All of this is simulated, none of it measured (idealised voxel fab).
The process module presented herein is designated voxel self aligned contacts.
For reference, the cross-section in this document is cut, with width 275 nm and square cells of 5 nm.
Cross-section, as written here: a square-cell grid given band by band from the top down, where a band holds one or more rows of cells.
What a band's entry tells you: where the top is and where the bottom is, as heights in nm, and after that what lies inside, material by material from left to right, each with its width in nm. Empty space is written as the word "air", and a single material marked with the word "all across" occupies the band from edge to edge.
Heights are reckoned from 0. Under this level, the received wafer is all of one material. The bottommost band is open-ended downward, for example "0 -> down".
Note: "30 to 40" means the width goes from the first number (top row of the band) to the second number (bottom row) in equal steps per row of cells.
It should be understood that the words "no change occurred", when stated for a given step, signify that the cross-section underwent no change in any of its cells during that step.
Each empty space that has no open way to the top and spans at least 8 cells appears under "Tabulated closed voids" as width x height at distance, the distance counted from the left edge, all in nm.
Formally, on a step line, whatever follows the settings is a remark that the simulator itself makes on the step.
overlay nm: on a step with a mask, how far right of its planned place the mask lay; negative means left.
Each of the pairs that make up the rest of this document says: here is the cross-section before one process step, here is the cross-section after it, drawn only down to the lowest band that changed, and here, under the pair, is the step lying between them with its settings. Different pairs may come from different runs of this module on the same starting wafer, so a pair continues from the pair above it only where its entry headed "Pre-process cross-section" says so.
PRE-PROCESS CROSS-SECTION
> 65 -> 60: TiN: 80 / air: 45 / TiN: 25 / air: 45 / TiN: 80
> 60 -> 50: SiO2: 75 / TiN: 5 to 20 / air: 45 to 15 / TiN: 5 to 20 / SiO2: 15 / TiN: 5 to 20 / air: 45 to 15 / TiN: 5 to 20 / SiO2: 75
> 50 -> 30: SiO2: 45 / SiN: 45 / TiN: 5 / air: 15 / TiN: 5 / SiN: 45 / TiN: 5 / air: 15 / TiN: 5 / SiN: 45 / SiO2: 45
> 30 -> 10: SiO2: 45 / SiN: 5 / polySi: 35 / SiN: 5 / TiN: 5 / air: 15 / TiN: 5 / SiN: 5 / polySi: 35 / SiN: 5 / TiN: 5 / air: 15 / TiN: 5 / SiN: 5 / polySi: 35 / SiN: 5 / SiO2: 45
> 10 -> 5: SiO2: 45 / SiN: 5 / polySi: 35 / SiN: 5 / TiN: 25 / SiN: 5 / polySi: 35 / SiN: 5 / TiN: 25 / SiN: 5 / polySi: 35 / SiN: 5 / SiO2: 45
> 5 -> 0: SiN: 50 / polySi: 35 / SiN: 35 / polySi: 35 / SiN: 35 / polySi: 35 / SiN: 50
> 0 -> -5: SiO2 all across
> -5 -> down: Si all across
> Tabulated closed voids: none
RESULT OF STEP
> 70 -> 65: W all across
> 65 -> 60: TiN: 80 / W: 45 / TiN: 25 / W: 45 / TiN: 80
> 60 -> 50: SiO2: 75 / TiN: 5 to 20 / W: 45 to 15 / TiN: 5 to 20 / SiO2: 15 / TiN: 5 to 20 / W: 45 to 15 / TiN: 5 to 20 / SiO2: 75
> 50 -> 30: SiO2: 45 / SiN: 45 / TiN: 5 / W: 15 / TiN: 5 / SiN: 45 / TiN: 5 / W: 15 / TiN: 5 / SiN: 45 / SiO2: 45
> 30 -> 10: SiO2: 45 / SiN: 5 / polySi: 35 / SiN: 5 / TiN: 5 / W: 15 / TiN: 5 / SiN: 5 / polySi: 35 / SiN: 5 / TiN: 5 / W: 15 / TiN: 5 / SiN: 5 / polySi: 35 / SiN: 5 / SiO2: 45
> For the remainder of the cross-section, below 10, there is no change.
> Tabulated closed voids: none
Step between the pre-process and post-process cross-sections given above: FILL_DEP: material W, thk nm 5
Pre-process cross-section: as in the pair right above, post-step view.
RESULT OF STEP
> 60 -> 50: SiO2: 75 / TiN: 5 to 20 / W: 45 to 15 / TiN: 5 to 20 / SiO2: 15 / TiN: 5 to 20 / W: 45 to 15 / TiN: 5 to 20 / SiO2: 75
> For the remainder of the cross-section, below 50, there is no change.
> Tabulated closed voids: none
Step between the pre-process and post-process cross-sections given above: CMP: height nm 60
Pre-process cross-section: as in the pair right above, post-step view.
RESULT OF STEP
> 65 -> 60: SiN all across
> For the remainder of the cross-section, below 60, there is no change.
> Tabulated closed voids: none
Step between the pre-process and post-process cross-sections given above: CONFORMAL_DEP: material SiN, thk nm 5
PRE-PROCESS CROSS-SECTION
> 70 -> 50: air: 50 / resist: 35 / air: 35 / resist: 35 / air: 35 / resist: 35 / air: 50
> 50 -> 30: air: 50 / SiN: 35 / air: 35 / SiN: 35 / air: 35 / SiN: 35 / air: 50
> 30 -> 0: polySi all across
> 0 -> -5: SiO2 all across
> -5 -> down: Si all across
> Tabulated closed voids: none
RESULT OF STEP
> 70 -> 50: air: 50 / resist: 35 / air: 35 / resist: 35 / air: 35 / resist: 35 / air: 50
> 50 -> 30: air: 50 / SiN: 35 / air: 35 / SiN: 35 / air: 35 / SiN: 35 / air: 50
> 30 -> 5: air: 50 / polySi: 35 / air: 35 / polySi: 35 / air: 35 / polySi: 35 / air: 50
> For the remainder of the cross-section, below 5, there is no change.
> Tabulated closed voids: none
Step between the pre-process and post-process cross-sections given above: DIRECTIONAL_ETCH: etch materials polySi, depth nm 25
Pre-process cross-section: as in the pair right above, post-step view.
RESULT OF STEP
> 50 -> 30: air: 50 / SiN: 35 / air: 35 / SiN: 35 / air: 35 / SiN: 35 / air: 50
> For the remainder of the cross-section, below 30, there is no change.
> Tabulated closed voids: none
Step between the pre-process and post-process cross-sections given above: STRIP: etch materials resist
Pre-process cross-section: as in the pair right above, post-step view.
RESULT OF STEP
> 55 -> 30: air: 45 / SiN: 45 / air: 25 / SiN: 45 / air: 25 / SiN: 45 / air: 45
> 30 -> 10: air: 45 / SiN: 5 / polySi: 35 / SiN: 5 / air: 25 / SiN: 5 / polySi: 35 / SiN: 5 / air: 25 / SiN: 5 / polySi: 35 / SiN: 5 / air: 45
> 10 -> 5: SiN: 50 / polySi: 35 / SiN: 35 / polySi: 35 / SiN: 35 / polySi: 35 / SiN: 50
> For the remainder of the cross-section, below 5, there is no change.
> Tabulated closed voids: none
Step between the pre-process and post-process cross-sections given above: CONFORMAL_DEP: material SiN, thk nm 5
Pre-process cross-section: as in the pair right above, post-step view.
RESULT OF STEP
> 50 -> 30: air: 45 / SiN: 45 / air: 25 / SiN: 45 / air: 25 / SiN: 45 / air: 45
> 30 -> 5: air: 45 / SiN: 5 / polySi: 35 / SiN: 5 / air: 25 / SiN: 5 / polySi: 35 / SiN: 5 / air: 25 / SiN: 5 / polySi: 35 / SiN: 5 / air: 45
> For the remainder of the cross-section, below 5, there is no change.
> Tabulated closed voids: none
Step between the pre-process and post-process cross-sections given above: DIRECTIONAL_ETCH: etch materials SiN, depth nm 5
Pre-process cross-section: as in the pair right above, post-step view.
RESULT OF STEP
> 65 -> 50: SiO2 all across
> 50 -> 30: SiO2: 45 / SiN: 45 / SiO2: 25 / SiN: 45 / SiO2: 25 / SiN: 45 / SiO2: 45
> 30 -> 5: SiO2: 45 / SiN: 5 / polySi: 35 / SiN: 5 / SiO2: 25 / SiN: 5 / polySi: 35 / SiN: 5 / SiO2: 25 / SiN: 5 / polySi: 35 / SiN: 5 / SiO2: 45
> For the remainder of the cross-section, below 5, there is no change.
> Tabulated closed voids: none
Step between the pre-process and post-process cross-sections given above: FILL_DEP: material SiO2, thk nm 15
Pre-process cross-section: as in the pair right above, post-step view.
RESULT OF STEP
> 60 -> 50: SiO2 all across
> For the remainder of the cross-section, below 50, there is no change.
> Tabulated closed voids: none
Step between the pre-process and post-process cross-sections given above: CMP: height nm 60
Pre-process cross-section: as in the pair right above, post-step view.
RESULT OF STEP
> 80 -> 60: resist: 75 / air: 55 / resist: 15 / air: 55 / resist: 75
> For the remainder of the cross-section, below 60, there is no change.
> Tabulated closed voids: none
Step between the pre-process and post-process cross-sections given above: PATTERN: tone open, mask id CONTACT, material resist, width nm 55, pitch nm 70, thk nm 20, overlay nm 0
Pre-process cross-section: as in the pair right above, post-step view.
RESULT OF STEP
> 80 -> 60: resist: 75 / air: 55 / resist: 15 / air: 55 / resist: 75
> 60 -> 50: SiO2: 75 / air: 55 / SiO2: 15 / air: 55 / SiO2: 75
> 50 -> 30: SiO2: 45 / SiN: 45 / air: 25 / SiN: 45 / air: 25 / SiN: 45 / SiO2: 45
> 30 -> 5: SiO2: 45 / SiN: 5 / polySi: 35 / SiN: 5 / air: 25 / SiN: 5 / polySi: 35 / SiN: 5 / air: 25 / SiN: 5 / polySi: 35 / SiN: 5 / SiO2: 45
> For the remainder of the cross-section, below 5, there is no change.
> Tabulated closed voids: none
Step between the pre-process and post-process cross-sections given above: DIRECTIONAL_ETCH: etch materials SiO2, depth nm 65
Pre-process cross-section: as in the pair right above, post-step view.
RESULT OF STEP
> 60 -> 50: SiO2: 75 / air: 55 / SiO2: 15 / air: 55 / SiO2: 75
> For the remainder of the cross-section, below 50, there is no change.
> Tabulated closed voids: none
Step between the pre-process and post-process cross-sections given above: STRIP: etch materials resist
Pre-process cross-section: as in the pair right above, post-step view.
RESULT OF STEP
> 65 -> 60: TiN: 80 / air: 45 / TiN: 25 / air: 45 / TiN: 80
> 60 -> 50: SiO2: 75 / TiN: 5 to 20 / air: 45 to 15 / TiN: 5 to 20 / SiO2: 15 / TiN: 5 to 20 / air: 45 to 15 / TiN: 5 to 20 / SiO2: 75
> 50 -> 30: SiO2: 45 / SiN: 45 / TiN: 5 / air: 15 / TiN: 5 / SiN: 45 / TiN: 5 / air: 15 / TiN: 5 / SiN: 45 / SiO2: 45
> 30 -> 10: SiO2: 45 / SiN: 5 / polySi: 35 / SiN: 5 / TiN: 5 / air: 15 / TiN: 5 / SiN: 5 / polySi: 35 / SiN: 5 / TiN: 5 / air: 15 / TiN: 5 / SiN: 5 / polySi: 35 / SiN: 5 / SiO2: 45
> 10 -> 5: SiO2: 45 / SiN: 5 / polySi: 35 / SiN: 5 / TiN: 25 / SiN: 5 / polySi: 35 / SiN: 5 / TiN: 25 / SiN: 5 / polySi: 35 / SiN: 5 / SiO2: 45
> For the remainder of the cross-section, below 5, there is no change.
> Tabulated closed voids: none
Step between the pre-process and post-process cross-sections given above: CONFORMAL_DEP: material TiN, thk nm 5
Pre-process cross-section: as in the pair right above, post-step view.
RESULT OF STEP
> 70 -> 65: W all across
> 65 -> 60: TiN: 80 / W: 45 / TiN: 25 / W: 45 / TiN: 80
> 60 -> 50: SiO2: 75 / TiN: 5 to 20 / W: 45 to 15 / TiN: 5 to 20 / SiO2: 15 / TiN: 5 to 20 / W: 45 to 15 / TiN: 5 to 20 / SiO2: 75
> 50 -> 30: SiO2: 45 / SiN: 45 / TiN: 5 / W: 15 / TiN: 5 / SiN: 45 / TiN: 5 / W: 15 / TiN: 5 / SiN: 45 / SiO2: 45
> 30 -> 10: SiO2: 45 / SiN: 5 / polySi: 35 / SiN: 5 / TiN: 5 / W: 15 / TiN: 5 / SiN: 5 / polySi: 35 / SiN: 5 / TiN: 5 / W: 15 / TiN: 5 / SiN: 5 / polySi: 35 / SiN: 5 / SiO2: 45
> For the remainder of the cross-section, below 10, there is no change.
> Tabulated closed voids: none
Step between the pre-process and post-process cross-sections given above: FILL_DEP: material W, thk nm 5
Pre-process cross-section: as in the pair right above, post-step view.
RESULT OF STEP
> 60 -> 50: SiO2: 75 / TiN: 5 to 20 / W: 45 to 15 / TiN: 5 to 20 / SiO2: 15 / TiN: 5 to 20 / W: 45 to 15 / TiN: 5 to 20 / SiO2: 75
> For the remainder of the cross-section, below 50, there is no change.
> Tabulated closed voids: none
Step between the pre-process and post-process cross-sections given above: CMP: height nm 60
Pre-process cross-section: as in the pair right above, post-step view.
RESULT OF STEP
> 65 -> 60: SiN all across
> For the remainder of the cross-section, below 60, there is no change.
> Tabulated closed voids: none
Step between the pre-process and post-process cross-sections given above: CONFORMAL_DEP: material SiN, thk nm 5
PRE-PROCESS CROSS-SECTION
> 60 -> 50: SiO2 all across
> 50 -> 30: SiO2: 45 / SiN: 45 / SiO2: 25 / SiN: 45 / SiO2: 25 / SiN: 45 / SiO2: 45
> 30 -> 0: SiO2: 45 / SiN: 5 / polySi: 35 / SiN: 5 / SiO2: 25 / SiN: 5 / polySi: 35 / SiN: 5 / SiO2: 25 / SiN: 5 / polySi: 35 / SiN: 5 / SiO2: 45
> 0 -> -5: SiO2 all across
> -5 -> down: Si all across
> Tabulated closed voids: none
RESULT OF STEP
> 80 -> 60: resist: 80 / air: 45 / resist: 25 / air: 45 / resist: 80
> For the remainder of the cross-section, below 60, there is no change.
> Tabulated closed voids: none
Step between the pre-process and post-process cross-sections given above: PATTERN: tone open, mask id CONTACT, material resist, width nm 45, pitch nm 70, thk nm 20, overlay nm 0
Pre-process cross-section: as in the pair right above, post-step view.
RESULT OF STEP
> 80 -> 60: resist: 80 / air: 45 / resist: 25 / air: 45 / resist: 80
> 60 -> 50: SiO2: 80 / air: 45 / SiO2: 25 / air: 45 / SiO2: 80
> 50 -> 30: SiO2: 45 / SiN: 45 / air: 25 / SiN: 45 / air: 25 / SiN: 45 / SiO2: 45
> 30 -> 0: SiO2: 45 / SiN: 5 / polySi: 35 / SiN: 5 / air: 25 / SiN: 5 / polySi: 35 / SiN: 5 / air: 25 / SiN: 5 / polySi: 35 / SiN: 5 / SiO2: 45
> 0 -> -5: SiO2: 90 / air: 25 / SiO2: 45 / air: 25 / SiO2: 90
> For the remainder of the cross-section, below -5, there is no change.
> Tabulated closed voids: none
Step between the pre-process and post-process cross-sections given above: DIRECTIONAL_ETCH: etch materials SiO2, depth nm 65
Pre-process cross-section: as in the pair right above, post-step view.
RESULT OF STEP
> 60 -> 50: SiO2: 80 / air: 45 / SiO2: 25 / air: 45 / SiO2: 80
> For the remainder of the cross-section, below 50, there is no change.
> Tabulated closed voids: none
Step between the pre-process and post-process cross-sections given above: STRIP: etch materials resist
Pre-process cross-section: as in the pair right above, post-step view.
RESULT OF STEP
> 65 -> 60: TiN: 85 / air: 35 / TiN: 35 / air: 35 / TiN: 85
> 60 -> 50: SiO2: 80 / TiN: 5 to 15 / air: 35 to 15 / TiN: 5 to 15 / SiO2: 25 / TiN: 5 to 15 / air: 35 to 15 / TiN: 5 to 15 / SiO2: 80
> 50 -> 30: SiO2: 45 / SiN: 45 / TiN: 5 / air: 15 / TiN: 5 / SiN: 45 / TiN: 5 / air: 15 / TiN: 5 / SiN: 45 / SiO2: 45
> 30 -> 0: SiO2: 45 / SiN: 5 / polySi: 35 / SiN: 5 / TiN: 5 / air: 15 / TiN: 5 / SiN: 5 / polySi: 35 / SiN: 5 / TiN: 5 / air: 15 / TiN: 5 / SiN: 5 / polySi: 35 / SiN: 5 / SiO2: 45
> 0 -> -5: SiO2: 90 / TiN: 25 / SiO2: 45 / TiN: 25 / SiO2: 90
> For the remainder of the cross-section, below -5, there is no change.
> Tabulated closed voids: none
Step between the pre-process and post-process cross-sections given above: CONFORMAL_DEP: material TiN, thk nm 5
Pre-process cross-section: as in the pair right above, post-step view.
RESULT OF STEP
> 70 -> 65: W all across
> 65 -> 60: TiN: 85 / W: 35 / TiN: 35 / W: 35 / TiN: 85
> 60 -> 50: SiO2: 80 / TiN: 5 to 15 / W: 35 to 15 / TiN: 5 to 15 / SiO2: 25 / TiN: 5 to 15 / W: 35 to 15 / TiN: 5 to 15 / SiO2: 80
> 50 -> 30: SiO2: 45 / SiN: 45 / TiN: 5 / W: 15 / TiN: 5 / SiN: 45 / TiN: 5 / W: 15 / TiN: 5 / SiN: 45 / SiO2: 45
> 30 -> 0: SiO2: 45 / SiN: 5 / polySi: 35 / SiN: 5 / TiN: 5 / W: 15 / TiN: 5 / SiN: 5 / polySi: 35 / SiN: 5 / TiN: 5 / W: 15 / TiN: 5 / SiN: 5 / polySi: 35 / SiN: 5 / SiO2: 45
> For the remainder of the cross-section, below 0, there is no change.
> Tabulated closed voids: none
Step between the pre-process and post-process cross-sections given above: FILL_DEP: material W, thk nm 5
Pre-process cross-section: as in the pair right above, post-step view.
RESULT OF STEP
> 60 -> 50: SiO2: 80 / TiN: 5 to 15 / W: 35 to 15 / TiN: 5 to 15 / SiO2: 25 / TiN: 5 to 15 / W: 35 to 15 / TiN: 5 to 15 / SiO2: 80
> For the remainder of the cross-section, below 50, there is no change.
> Tabulated closed voids: none
Step between the pre-process and post-process cross-sections given above: CMP: height nm 60
Pre-process cross-section: as in the pair right above, post-step view.
RESULT OF STEP
> 65 -> 60: SiN all across
> For the remainder of the cross-section, below 60, there is no change.
> Tabulated closed voids: none
Step between the pre-process and post-process cross-sections given above: CONFORMAL_DEP: material SiN, thk nm 5
PRE-PROCESS CROSS-SECTION
> 60 -> 50: SiO2 all across
> 50 -> 30: SiO2: 45 / SiN: 45 / SiO2: 25 / SiN: 45 / SiO2: 25 / SiN: 45 / SiO2: 45
> 30 -> 0: SiO2: 45 / SiN: 5 / polySi: 35 / SiN: 5 / SiO2: 25 / SiN: 5 / polySi: 35 / SiN: 5 / SiO2: 25 / SiN: 5 / polySi: 35 / SiN: 5 / SiO2: 45
> 0 -> -5: SiO2 all across
> -5 -> down: Si all across
> Tabulated closed voids: none
RESULT OF STEP
> 80 -> 60: resist: 65 / air: 55 / resist: 15 / air: 55 / resist: 85
> For the remainder of the cross-section, below 60, there is no change.
> Tabulated closed voids: none
Step between the pre-process and post-process cross-sections given above: PATTERN: tone open, mask id CONTACT, material resist, width nm 55, pitch nm 70, thk nm 20, overlay nm -10
Pre-process cross-section: as in the pair right above, post-step view.
RESULT OF STEP
> 80 -> 60: resist: 65 / air: 55 / resist: 15 / air: 55 / resist: 85
> 60 -> 50: SiO2: 65 / air: 55 / SiO2: 15 / air: 55 / SiO2: 85
> 50 -> 30: SiO2: 45 / SiN: 45 / air: 25 / SiN: 45 / air: 25 / SiN: 45 / SiO2: 45
> 30 -> 0: SiO2: 45 / SiN: 5 / polySi: 35 / SiN: 5 / air: 25 / SiN: 5 / polySi: 35 / SiN: 5 / air: 25 / SiN: 5 / polySi: 35 / SiN: 5 / SiO2: 45
> 0 -> -5: SiO2: 90 / air: 25 / SiO2: 45 / air: 25 / SiO2: 90
> For the remainder of the cross-section, below -5, there is no change.
> Tabulated closed voids: none
Step between the pre-process and post-process cross-sections given above: DIRECTIONAL_ETCH: etch materials SiO2, depth nm 65
Pre-process cross-section: as in the pair right above, post-step view.
RESULT OF STEP
> 60 -> 50: SiO2: 65 / air: 55 / SiO2: 15 / air: 55 / SiO2: 85
> For the remainder of the cross-section, below 50, there is no change.
> Tabulated closed voids: none
Step between the pre-process and post-process cross-sections given above: STRIP: etch materials resist
Pre-process cross-section: as in the pair right above, post-step view.
RESULT OF STEP
> 65 -> 60: TiN: 70 / air: 45 / TiN: 25 / air: 45 / TiN: 90
> 60 -> 50: SiO2: 65 / TiN: 5 to 30 / air: 45 to 15 / TiN: 5 to 10 / SiO2: 15 / TiN: 5 to 30 / air: 45 to 15 / TiN: 5 to 10 / SiO2: 85
> 50 -> 30: SiO2: 45 / SiN: 45 / TiN: 5 / air: 15 / TiN: 5 / SiN: 45 / TiN: 5 / air: 15 / TiN: 5 / SiN: 45 / SiO2: 45
> 30 -> 0: SiO2: 45 / SiN: 5 / polySi: 35 / SiN: 5 / TiN: 5 / air: 15 / TiN: 5 / SiN: 5 / polySi: 35 / SiN: 5 / TiN: 5 / air: 15 / TiN: 5 / SiN: 5 / polySi: 35 / SiN: 5 / SiO2: 45
> 0 -> -5: SiO2: 90 / TiN: 25 / SiO2: 45 / TiN: 25 / SiO2: 90
> For the remainder of the cross-section, below -5, there is no change.
> Tabulated closed voids: none
Step between the pre-process and post-process cross-sections given above: CONFORMAL_DEP: material TiN, thk nm 5
Pre-process cross-section: as in the pair right above, post-step view.
RESULT OF STEP
> 70 -> 65: W all across
> 65 -> 60: TiN: 70 / W: 45 / TiN: 25 / W: 45 / TiN: 90
> 60 -> 50: SiO2: 65 / TiN: 5 to 30 / W: 45 to 15 / TiN: 5 to 10 / SiO2: 15 / TiN: 5 to 30 / W: 45 to 15 / TiN: 5 to 10 / SiO2: 85
> 50 -> 30: SiO2: 45 / SiN: 45 / TiN: 5 / W: 15 / TiN: 5 / SiN: 45 / TiN: 5 / W: 15 / TiN: 5 / SiN: 45 / SiO2: 45
> 30 -> 0: SiO2: 45 / SiN: 5 / polySi: 35 / SiN: 5 / TiN: 5 / W: 15 / TiN: 5 / SiN: 5 / polySi: 35 / SiN: 5 / TiN: 5 / W: 15 / TiN: 5 / SiN: 5 / polySi: 35 / SiN: 5 / SiO2: 45
> For the remainder of the cross-section, below 0, there is no change.
> Tabulated closed voids: none
Step between the pre-process and post-process cross-sections given above: FILL_DEP: material W, thk nm 5
Pre-process cross-section: as in the pair right above, post-step view.
RESULT OF STEP
> 60 -> 50: SiO2: 65 / TiN: 5 to 30 / W: 45 to 15 / TiN: 5 to 10 / SiO2: 15 / TiN: 5 to 30 / W: 45 to 15 / TiN: 5 to 10 / SiO2: 85
> For the remainder of the cross-section, below 50, there is no change.
> Tabulated closed voids: none
Step between the pre-process and post-process cross-sections given above: CMP: height nm 60
Pre-process cross-section: as in the pair right above, post-step view.
RESULT OF STEP
> 65 -> 60: SiN all across
> For the remainder of the cross-section, below 60, there is no change.
> Tabulated closed voids: none
Step between the pre-process and post-process cross-sections given above: CONFORMAL_DEP: material SiN, thk nm 5
PRE-PROCESS CROSS-SECTION
> 60 -> 50: SiO2: 75 / TiN: 5 to 20 / W: 45 to 15 / TiN: 5 to 20 / SiO2: 15 / TiN: 5 to 20 / W: 45 to 15 / TiN: 5 to 20 / SiO2: 75
> 50 -> 30: SiO2: 45 / SiN: 45 / TiN: 5 / W: 15 / TiN: 5 / SiN: 45 / TiN: 5 / W: 15 / TiN: 5 / SiN: 45 / SiO2: 45
> 30 -> 0: SiO2: 45 / SiN: 5 / polySi: 35 / SiN: 5 / TiN: 5 / W: 15 / TiN: 5 / SiN: 5 / polySi: 35 / SiN: 5 / TiN: 5 / W: 15 / TiN: 5 / SiN: 5 / polySi: 35 / SiN: 5 / SiO2: 45
> 0 -> -5: SiO2: 90 / TiN: 25 / SiO2: 45 / TiN: 25 / SiO2: 90
> -5 -> down: Si all across
> Tabulated closed voids: none
RESULT OF STEP
> 65 -> 60: SiO2 all across
> For the remainder of the cross-section, below 60, there is no change.
> Tabulated closed voids: none
Step between the pre-process and post-process cross-sections given above: CONFORMAL_DEP: material SiO2, thk nm 5
PRE-PROCESS CROSS-SECTION
> 60 -> 50: SiO2 all across
> 50 -> 30: SiO2: 45 / SiN: 45 / SiO2: 25 / SiN: 45 / SiO2: 25 / SiN: 45 / SiO2: 45
> 30 -> 0: SiO2: 45 / SiN: 5 / polySi: 35 / SiN: 5 / SiO2: 25 / SiN: 5 / polySi: 35 / SiN: 5 / SiO2: 25 / SiN: 5 / polySi: 35 / SiN: 5 / SiO2: 45
> 0 -> -5: SiO2 all across
> -5 -> down: Si all across
> Tabulated closed voids: none
RESULT OF STEP
> 80 -> 60: air: 75 / resist: 55 / air: 15 / resist: 55 / air: 75
> For the remainder of the cross-section, below 60, there is no change.
> Tabulated closed voids: none
Step between the pre-process and post-process cross-sections given above: PATTERN: tone cover, mask id CONTACT, material resist, width nm 55, pitch nm 70, thk nm 20, overlay nm 0
Pre-process cross-section: as in the pair right above, post-step view.
RESULT OF STEP
> 80 -> 60: air: 75 / resist: 55 / air: 15 / resist: 55 / air: 75
> 60 -> 50: air: 75 / SiO2: 55 / air: 15 / SiO2: 55 / air: 75
> 50 -> 30: air: 45 / SiN: 45 / SiO2: 25 / SiN: 45 / SiO2: 25 / SiN: 45 / air: 45
> 30 -> 0: air: 45 / SiN: 5 / polySi: 35 / SiN: 5 / SiO2: 25 / SiN: 5 / polySi: 35 / SiN: 5 / SiO2: 25 / SiN: 5 / polySi: 35 / SiN: 5 / air: 45
> 0 -> -5: air: 45 / SiO2: 185 / air: 45
> For the remainder of the cross-section, below -5, there is no change.
> Tabulated closed voids: none
Step between the pre-process and post-process cross-sections given above: DIRECTIONAL_ETCH: etch materials SiO2, depth nm 65
Pre-process cross-section: as in the pair right above, post-step view.
RESULT OF STEP
> 60 -> 50: air: 75 / SiO2: 55 / air: 15 / SiO2: 55 / air: 75
> For the remainder of the cross-section, below 50, there is no change.
> Tabulated closed voids: none
Step between the pre-process and post-process cross-sections given above: STRIP: etch materials resist
Pre-process cross-section: as in the pair right above, post-step view.
RESULT OF STEP
> 65 -> 60: air: 70 / TiN: 65 / air: 5 / TiN: 65 / air: 70
> 60 -> 55: air: 70 / TiN: 5 / SiO2: 55 / TiN: 5 / air: 5 / TiN: 5 / SiO2: 55 / TiN: 5 / air: 70
> 55 -> 50: air: 40 / TiN: 35 / SiO2: 55 / TiN: 15 / SiO2: 55 / TiN: 35 / air: 40
> 50 -> 30: air: 40 / TiN: 5 / SiN: 45 / SiO2: 25 / SiN: 45 / SiO2: 25 / SiN: 45 / TiN: 5 / air: 40
> 30 -> 0: air: 40 / TiN: 5 / SiN: 5 / polySi: 35 / SiN: 5 / SiO2: 25 / SiN: 5 / polySi: 35 / SiN: 5 / SiO2: 25 / SiN: 5 / polySi: 35 / SiN: 5 / TiN: 5 / air: 40
> 0 -> -5: TiN: 45 / SiO2: 185 / TiN: 45
> For the remainder of the cross-section, below -5, there is no change.
> Tabulated closed voids: none
Step between the pre-process and post-process cross-sections given above: CONFORMAL_DEP: material TiN, thk nm 5
Pre-process cross-section: as in the pair right above, post-step view.
RESULT OF STEP
> 70 -> 65: W all across
> 65 -> 60: W: 70 / TiN: 65 / W: 5 / TiN: 65 / W: 70
> 60 -> 55: W: 70 / TiN: 5 / SiO2: 55 / TiN: 5 / W: 5 / TiN: 5 / SiO2: 55 / TiN: 5 / W: 70
> 55 -> 50: W: 40 / TiN: 35 / SiO2: 55 / TiN: 15 / SiO2: 55 / TiN: 35 / W: 40
> 50 -> 30: W: 40 / TiN: 5 / SiN: 45 / SiO2: 25 / SiN: 45 / SiO2: 25 / SiN: 45 / TiN: 5 / W: 40
> 30 -> 0: W: 40 / TiN: 5 / SiN: 5 / polySi: 35 / SiN: 5 / SiO2: 25 / SiN: 5 / polySi: 35 / SiN: 5 / SiO2: 25 / SiN: 5 / polySi: 35 / SiN: 5 / TiN: 5 / W: 40
> For the remainder of the cross-section, below 0, there is no change.
> Tabulated closed voids: none
Step between the pre-process and post-process cross-sections given above: FILL_DEP: material W, thk nm 5
Pre-process cross-section: as in the pair right above, post-step view.
RESULT OF STEP
> 60 -> 55: W: 70 / TiN: 5 / SiO2: 55 / TiN: 5 / W: 5 / TiN: 5 / SiO2: 55 / TiN: 5 / W: 70
> For the remainder of the cross-section, below 55, there is no change.
> Tabulated closed voids: none
Step between the pre-process and post-process cross-sections given above: CMP: height nm 60
Pre-process cross-section: as in the pair right above, post-step view.
RESULT OF STEP
> 65 -> 60: SiN all across
> For the remainder of the cross-section, below 60, there is no change.
> Tabulated closed voids: none
Step between the pre-process and post-process cross-sections given above: CONFORMAL_DEP: material SiN, thk nm 5
